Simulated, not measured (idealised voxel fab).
Documented hereafter: the process module known as voxel transistor to metal.
It is cross-section cut that appears here, measuring 160 nm in width, its square cells being 5 nm in size.
A cross-section is written here as square cells arranged in a grid, and it is given in bands from the top down, each band taking up one or more rows of cells. For a band, the entry starts with two heights in nm, that of the top and then that of the bottom, and carries on with the band's materials in order from left to right, each alongside its width in nm; the word "throughout" beside a single material means it fills the band edge to edge, and "blank" means empty space. All heights in this document are referenced to 0, defined as the level beneath which the wafer, as received, consists entirely of one material. The lowest band is not bounded below; it extends indefinitely downward and is written in the form "0..down". Graded width ("30->40"): value in top row of band = first number; value in bottom row = second number; row-to-row change constant. Step marked "nothing altered"? Then no cell in the cross-section changed in it. The label "Closed void listing" introduces a list of the empty spaces, 8 cells or larger, that have no open way up to the top; each entry in it reads width x height at distance, where the distance is taken from the left edge and all three are stated in nm. Post-settings text on a step line: simulator's own remark regarding the step. Regarding "overlay nm": on a step with a mask, it is the distance the mask lay to the right of its planned place; a negative value places it to the left.

## This section lists the process steps that were planned
step 1: RECEIVE with material Si
step 2: CONFORMAL_DEP with material SiO2, thk nm 5
step 3: CONFORMAL_DEP with material SiN, thk nm 10
step 4: MASKED_ETCH with tone cover, mask id ACTIVE, width nm 115, etch materials SiN, depth nm 10, overlay nm 0
step 5: MASKED_ETCH with tone cover, mask id ACTIVE, width nm 115, etch materials SiO2, depth nm 5, overlay nm 0
step 6: MASKED_ETCH with tone cover, mask id ACTIVE, width nm 115, etch materials Si, depth nm 30, overlay nm 0
step 7: OXIDIZE with depth nm 5
step 8: FILL_DEP with material SiO2, thk nm 15
step 9: CMP with height nm 15
step 10: SELECTIVE_ETCH with etch materials SiO2, depth nm 10
step 11: STRIP with etch materials SiN
step 12: SELECTIVE_ETCH with etch materials SiO2, depth nm 5
step 13: OXIDIZE with depth nm 5
step 14: DIRECTIONAL_DEP with material polySi, thk nm 25
step 15: DIRECTIONAL_DEP with material SiCN, thk nm 10
step 16: PATTERN with tone cover, mask id GATE, material resist, width nm 25, thk nm 20, overlay nm 0
step 17: DIRECTIONAL_ETCH with etch materials SiCN, depth nm 20
step 18: DIRECTIONAL_ETCH with etch materials polySi, depth nm 35
step 19: STRIP with etch materials resist
step 20: CONFORMAL_DEP with material SiO2, thk nm 5
step 21: DIRECTIONAL_ETCH with etch materials SiO2, depth nm 5
step 22: CONFORMAL_DEP with material SiN, thk nm 5
step 23: DIRECTIONAL_ETCH with etch materials SiN, depth nm 5
step 24: DIRECTIONAL_ETCH with etch materials SiO2, depth nm 5
step 25: EPI with material pSi, thk nm 5
step 26: FILL_DEP with material SiO2, thk nm 10
step 27: CMP with height nm 35
step 28: DIRECTIONAL_DEP with material SiO2, thk nm 10
step 29: MASKED_ETCH with tone open, mask id CONTACT, width nm 35, pitch nm 70, etch materials SiO2, depth nm 45, overlay nm 0
step 30: CONFORMAL_DEP with material TiN, thk nm 5
step 31: FILL_DEP with material Ru, thk nm 10
step 32: CMP with height nm 45
step 33: CONFORMAL_DEP with material SiN, thk nm 5
step 34: DIRECTIONAL_DEP with material lowk, thk nm 20
step 35: PATTERN with tone open, mask id METAL_1, material resist, width nm 20, pitch nm 85, thk nm 20, overlay nm 0
step 36: DIRECTIONAL_ETCH with etch materials lowk, depth nm 20
step 37: DIRECTIONAL_ETCH with etch materials SiN, depth nm 5
step 38: STRIP with etch materials resist
step 39: CONFORMAL_DEP with material TiN, thk nm 5
step 40: FILL_DEP with material W, thk nm 5
step 41: CMP with height nm 70
step 42: EPI with material Ru, thk nm 5
step 43: FILL_DEP with material SiCN, thk nm 5

## Shown in cross-section is the wafer as received, that is, as it stands after step 1
	0..down = Si throughout
	Closed void listing: none

## Cross-section, first of two wafers, end of module, run as planned
	80..75 = SiCN throughout
	75..70 = 20 of SiCN  30 of Ru  55 of SiCN  30 of Ru  25 of SiCN
	70..50 = 25 of lowk  5 of TiN  10 of W  5 of TiN  65 of lowk  5 of TiN  10 of W  5 of TiN  30 of lowk
	50..45 = 25 of SiN  20 of TiN  65 of SiN  20 of TiN  30 of SiN
	45..35 = 25 of SiO2  5 of TiN  25->20 of Ru  5->10 of TiN  35 of SiO2  5->10 of TiN  25->20 of Ru  5 of TiN  30 of SiO2
	35..25 = 25 of SiO2  5 of TiN  20 of Ru  5 of TiN  5 of SiN  5 of SiO2  25 of SiCN  5 of SiO2  5 of SiN  5 of TiN  20 of Ru  5 of TiN  30 of SiO2
	25..5 = 25 of SiO2  5 of TiN  20 of Ru  5 of TiN  5 of SiN  5 of SiO2  25 of polySi  5 of SiO2  5 of SiN  5 of TiN  20 of Ru  5 of TiN  30 of SiO2
	5..0 = 25 of SiO2  30 of TiN  5 of SiN  5 of SiO2  25 of polySi  5 of SiO2  5 of SiN  30 of TiN  30 of SiO2
	0..-5 = 20 of SiO2  35 of pSi  45 of SiO2  35 of pSi  25 of SiO2
	-5..-35 = 25 of SiO2  105 of Si  30 of SiO2
	-35..down = Si throughout
	Closed void listing: none

## Here's the second of our two wafers sectioned at module end. Same start as the first, same plan, but one mistake got made running it
	80..75 = SiCN throughout
	75..70 = 20 of SiCN  30 of Ru  55 of SiCN  30 of Ru  25 of SiCN
	70..65 = 25 of SiN  20 of TiN  65 of SiN  20 of TiN  30 of SiN
	65..45 = lowk throughout
	45..35 = 25 of SiO2  5 of TiN  25->20 of Ru  5->10 of TiN  35 of SiO2  5->10 of TiN  25->20 of Ru  5 of TiN  30 of SiO2
	35..25 = 25 of SiO2  5 of TiN  20 of Ru  5 of TiN  5 of SiN  5 of SiO2  25 of SiCN  5 of SiO2  5 of SiN  5 of TiN  20 of Ru  5 of TiN  30 of SiO2
	25..5 = 25 of SiO2  5 of TiN  20 of Ru  5 of TiN  5 of SiN  5 of SiO2  25 of polySi  5 of SiO2  5 of SiN  5 of TiN  20 of Ru  5 of TiN  30 of SiO2
	5..0 = 25 of SiO2  30 of TiN  5 of SiN  5 of SiO2  25 of polySi  5 of SiO2  5 of SiN  30 of TiN  30 of SiO2
	0..-5 = 20 of SiO2  35 of pSi  45 of SiO2  35 of pSi  25 of SiO2
	-5..-35 = 25 of SiO2  105 of Si  30 of SiO2
	-35..down = Si throughout
	Closed void listing: none
Deviation noted in wafer processing: swap of plan steps 33 and 34 during execution
It is noted that, at the conclusion of processing, the second wafer exhibits a higher or lower cell count for certain materials relative to the first: 16 fewer of TiN; 16 fewer of W; 32 more of lowk
